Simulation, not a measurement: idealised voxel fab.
Herein follows the process module entitled voxel transistor to metal.
Pictured: cross-section cut, 210 nm wide, on a grid of 5 nm square cells.
The cross-sections in this document take the form of a grid made of square cells. They are written out as bands, in order from top to bottom. Each band consists of one or more rows of cells. A band entry consists of two parts. The first gives the height of the band's top and the height of its bottom, in nm. The rest lists the band's materials from left to right, each with its width in nm. A single material labelled with the word "all across" fills the band from edge to edge, and the word "empty" marks empty space. Height 0 is the level under which the wafer as received is all one material. The lowest band goes on downwards, as in "0..down". Width: "30..40" (first number = top row, second number = bottom row, same change from row to row of cells). Given "nothing got changed" for a step, no cell of the cross-section differs between before and after that step. "Enclosed void listing" enumerates empty spaces isolated from the top, with no open way to it, that contain at least 8 cells, giving each as width x height at distance from the left edge, all three in nm. Post-settings text on a step line: simulator's own remark regarding the step. Each step line may optionally specify "overlay nm", which for a step with a mask gives the rightward distance between the mask's planned place and where it lay, a negative value indicating the leftward direction.

**List of planned process steps**
- 1: RECEIVE (material Si)
- 2: CONFORMAL_DEP (material SiO2; thk nm 5)
- 3: CONFORMAL_DEP (material SiN; thk nm 10)
- 4: DIRECTIONAL_DEP (material aC; thk nm 15)
- 5: PATTERN (tone cover; mask id ACTIVE; material resist; width nm 105; thk nm 30; overlay nm 0)
- 6: DIRECTIONAL_ETCH (etch materials aC; depth nm 15)
- 7: STRIP (etch materials resist)
- 8: DIRECTIONAL_ETCH (etch materials SiN; depth nm 10)
- 9: DIRECTIONAL_ETCH (etch materials SiO2; depth nm 5)
- 10: DIRECTIONAL_ETCH (etch materials Si; depth nm 35)
- 11: STRIP (etch materials aC)
- 12: OXIDIZE (depth nm 5)
- 13: FILL_DEP (material SiO2; thk nm 5)
- 14: CMP (height nm 15)
- 15: SELECTIVE_ETCH (etch materials SiO2; depth nm 10)
- 16: STRIP (etch materials SiN)
- 17: SELECTIVE_ETCH (etch materials SiO2; depth nm 5)
- 18: OXIDIZE (depth nm 5)
- 19: DIRECTIONAL_DEP (material polySi; thk nm 30)
- 20: DIRECTIONAL_DEP (material SiCN; thk nm 15)
- 21: PATTERN (tone cover; mask id GATE; material resist; width nm 25; thk nm 20; overlay nm 0)
- 22: DIRECTIONAL_ETCH (etch materials SiCN; depth nm 25)
- 23: DIRECTIONAL_ETCH (etch materials polySi; depth nm 40)
- 24: STRIP (etch materials resist)
- 25: CONFORMAL_DEP (material SiN; thk nm 5)
- 26: DIRECTIONAL_ETCH (etch materials SiN; depth nm 5)
- 27: DIRECTIONAL_ETCH (etch materials SiO2; depth nm 5)
- 28: EPI (material pSi; thk nm 5)
- 29: FILL_DEP (material SiO2; thk nm 5)
- 30: CMP (height nm 30)
- 31: STRIP (etch materials polySi)
- 32: SELECTIVE_ETCH (etch materials SiO2; depth nm 5)
- 33: CONFORMAL_DEP (material HfO2; thk nm 5)
- 34: CONFORMAL_DEP (material TiN; thk nm 5)
- 35: FILL_DEP (material W; thk nm 10)
- 36: CMP (height nm 25)
- 37: DIRECTIONAL_DEP (material SiO2; thk nm 15)
- 38: MASKED_ETCH (tone open; mask id CONTACT; width nm 15; pitch nm 70; etch materials SiO2; depth nm 40; overlay nm 0)
- 39: CONFORMAL_DEP (material TiN; thk nm 5)
- 40: FILL_DEP (material W; thk nm 10)
- 41: CMP (height nm 40)
- 42: DIRECTIONAL_DEP (material TiN; thk nm 5)
- 43: DIRECTIONAL_DEP (material Ru; thk nm 20)
- 44: MASKED_ETCH (tone cover; mask id METAL_1; width nm 15; pitch nm 70; etch materials Ru; depth nm 20; overlay nm 0)
- 45: MASKED_ETCH (tone cover; mask id METAL_1; width nm 15; pitch nm 70; etch materials TiN; depth nm 5; overlay nm 0)
- 46: FILL_DEP (material lowk; thk nm 5)
- 47: CMP (height nm 65)
- 48: CONFORMAL_DEP (material SiCN; thk nm 5)

**Cross-section, incoming material, after step 1**
* 0..down = Si all across
* Enclosed void listing: none

**The module was run from the start shown above using the plan shown above, but one mistake was made doing it; the resulting wafer cross-section is below**
* 70..65 = SiCN all across
* 65..45 = 60 of lowk; 15 of Ru; 55 of lowk; 15 of Ru; 65 of lowk
* 45..40 = 60 of lowk; 15 of TiN; 55 of lowk; 15 of TiN; 65 of lowk
* 40..25 = 60 of SiO2; 5 of TiN; 5 of W; 5 of TiN; 55 of SiO2; 5 of TiN; 5 of W; 5 of TiN; 65 of SiO2
* 25..5 = 60 of SiO2; 5 of TiN; 5 of W; 5 of TiN; 10 of SiO2; 5 of SiN; 5 of W; 5 of TiN; 5 of W; 5 of TiN; 5 of W; 5 of SiN; 10 of SiO2; 5 of TiN; 5 of W; 5 of TiN; 65 of SiO2
* 5..0 = 60 of SiO2; 15 of TiN; 10 of SiO2; 5 of SiN; 5 of W; 15 of TiN; 5 of W; 5 of SiN; 10 of SiO2; 15 of TiN; 65 of SiO2
* 0..-5 = 50 of SiO2; 35 of pSi; 35 of W; 35 of pSi; 55 of SiO2
* -5..-40 = 55 of SiO2; 95 of Si; 60 of SiO2
* -40..down = Si all across
* Enclosed void listing: none
Deviation noted in wafer processing: note that step 33 departed from the planned setting and was carried out as CONFORMAL_DEP (material W; thk nm 5)
